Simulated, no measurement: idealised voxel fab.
The document below concerns the process module designated voxel spacer lines.
The figure presents cross-section cut, which has a width of 225 nm and is divided into square cells with an edge length of 5 nm.
How to read a cross-section here: the picture is a grid of square cells, written as bands going from the top down, and any band can span one or more rows of cells.
Per band: top height and bottom height in nm, followed by the left-to-right materials and their widths in nm; "everywhere" marks a single material spanning edge to edge, "empty" marks empty space.
Heads up on the height convention: 0 is the point under which the incoming wafer is all one material, and the lowest band has no bottom, it just keeps going down, like "z 0 and below".
The notation "30 to 40" denotes a width that varies across the rows of cells in the band, beginning at the first number in the top row, finishing at the second number in the bottom row, and changing by an identical amount from each row to the next.
"remained the same" means the step left every cell of the cross-section as it was.
Any empty space of 8 cells or more lacking an open way to the top shows up in "Enclosed internal voids" as width x height at distance, distance from the left edge, in nm.
Heads up: the bit after the settings on a step's line is the simulator's remark on that step.
Each step line may optionally specify "overlay nm", which for a step with a mask gives the rightward distance between the mask's planned place and where it lay, a negative value indicating the leftward direction.

### So here's the lineup of process steps we planned
1: RECEIVE [material Si]
2: CONFORMAL_DEP [material Al2O3] [thk nm 5]
3: DIRECTIONAL_DEP [material SiN] [thk nm 10]
4: DIRECTIONAL_DEP [material polySi] [thk nm 25]
5: PATTERN [tone cover] [mask id MANDREL] [material resist] [width nm 25] [pitch nm 80] [thk nm 30] [overlay nm 0]
6: DIRECTIONAL_ETCH [etch materials polySi] [depth nm 25]
7: STRIP [etch materials resist]
8: CONFORMAL_DEP [material SiO2] [thk nm 15]
9: DIRECTIONAL_ETCH [etch materials SiO2] [depth nm 15]
10: STRIP [etch materials polySi]
11: DIRECTIONAL_ETCH [etch materials SiN] [depth nm 10]
12: STRIP [etch materials SiO2]
13: FILL_DEP [material SiO2] [thk nm 5]
14: CMP [height nm 15]

### What follows covers the first of two wafers; it ran as planned

### Received-state cross-section, reflecting completion of step 1
	z 0 and below  Si everywhere
	Enclosed internal voids: none

### after step 2
	z 5 to 0  Al2O3 everywhere
	Lower than 0, everything is as it was.

### after step 3
	z 15 to 5  SiN everywhere
	Lower than 5, everything is as it was.

### after step 4
	z 40 to 15  polySi everywhere
	Lower than 15, everything is as it was.

### after step 5
	z 70 to 40  60 of empty | 25 of resist | 55 of empty | 25 of resist | 60 of empty
	Lower than 40, everything is as it was.

### after step 6
	z 70 to 40  60 of empty | 25 of resist | 55 of empty | 25 of resist | 60 of empty
	z 40 to 15  60 of empty | 25 of polySi | 55 of empty | 25 of polySi | 60 of empty
	Lower than 15, everything is as it was.

### after step 7
	z 40 to 15  60 of empty | 25 of polySi | 55 of empty | 25 of polySi | 60 of empty
	Lower than 15, everything is as it was.

### after step 8
	z 55 to 40  45 of empty | 55 of SiO2 | 25 of empty | 55 of SiO2 | 45 of empty
	z 40 to 30  45 of empty | 15 of SiO2 | 25 of polySi | 15 of SiO2 | 25 of empty | 15 of SiO2 | 25 of polySi | 15 of SiO2 | 45 of empty
	z 30 to 15  60 of SiO2 | 25 of polySi | 55 of SiO2 | 25 of polySi | 60 of SiO2
	Lower than 15, everything is as it was.

### after step 9
	z 40 to 15  45 of empty | 15 of SiO2 | 25 of polySi | 15 of SiO2 | 25 of empty | 15 of SiO2 | 25 of polySi | 15 of SiO2 | 45 of empty
	Lower than 15, everything is as it was.

### after step 10
	z 40 to 15  45 of empty | 15 of SiO2 | 25 of empty | 15 of SiO2 | 25 of empty | 15 of SiO2 | 25 of empty | 15 of SiO2 | 45 of empty
	Lower than 15, everything is as it was.

### after step 11
	z 40 to 15  45 of empty | 15 of SiO2 | 25 of empty | 15 of SiO2 | 25 of empty | 15 of SiO2 | 25 of empty | 15 of SiO2 | 45 of empty
	z 15 to 5  45 of empty | 15 of SiN | 25 of empty | 15 of SiN | 25 of empty | 15 of SiN | 25 of empty | 15 of SiN | 45 of empty
	Lower than 5, everything is as it was.

### after step 12
	z 15 to 5  45 of empty | 15 of SiN | 25 of empty | 15 of SiN | 25 of empty | 15 of SiN | 25 of empty | 15 of SiN | 45 of empty
	Lower than 5, everything is as it was.

### after step 13
	z 20 to 15  SiO2 everywhere
	z 15 to 5  45 of SiO2 | 15 of SiN | 25 of SiO2 | 15 of SiN | 25 of SiO2 | 15 of SiN | 25 of SiO2 | 15 of SiN | 45 of SiO2
	Lower than 5, everything is as it was.

### after step 14
	z 15 to 5  45 of SiO2 | 15 of SiN | 25 of SiO2 | 15 of SiN | 25 of SiO2 | 15 of SiN | 25 of SiO2 | 15 of SiN | 45 of SiO2
	Lower than 5, everything is as it was.

### Companion wafer, the second of two: same beginning, same intended sequence, one mistake in carrying it out; through step 9 inclusive it tracks the first exactly

### Cross-section, second wafer, at the end time the plan gives for step 10
	z 40 to 15  45 of empty | 15 of SiO2 | 25 of empty | 15 of SiO2 | 25 of empty | 15 of SiO2 | 25 of empty | 15 of SiO2 | 45 of empty
	Lower than 15, everything is as it was.

### Cross-section, second wafer, at the end time the plan gives for step 11
	z 40 to 15  45 of empty | 15 of SiO2 | 25 of empty | 15 of SiO2 | 25 of empty | 15 of SiO2 | 25 of empty | 15 of SiO2 | 45 of empty
	z 15 to 5  45 of empty | 15 of SiN | 25 of empty | 15 of SiN | 25 of empty | 15 of SiN | 25 of empty | 15 of SiN | 45 of empty
	Lower than 5, everything is as it was.

### Cross-section, second wafer, at the end time the plan gives for step 12
	z 15 to 5  45 of empty | 15 of SiN | 25 of empty | 15 of SiN | 25 of empty | 15 of SiN | 25 of empty | 15 of SiN | 45 of empty
	Lower than 5, everything is as it was.

### Cross-section, second wafer, at the end time the plan gives for step 13
	z 20 to 15  SiO2 everywhere
	z 15 to 5  45 of SiO2 | 15 of SiN | 25 of SiO2 | 15 of SiN | 25 of SiO2 | 15 of SiN | 25 of SiO2 | 15 of SiN | 45 of SiO2
	Lower than 5, everything is as it was.

### Cross-section, second wafer, at the end time the plan gives for step 14
	z 15 to 5  45 of SiO2 | 15 of SiN | 25 of SiO2 | 15 of SiN | 25 of SiO2 | 15 of SiN | 25 of SiO2 | 15 of SiN | 45 of SiO2
	Lower than 5, everything is as it was.
Run error: plan step 10 was twice executed
The two wafers finish with the same cross-section, and therefore the mistake leaves the computed outcome of this model unchanged.
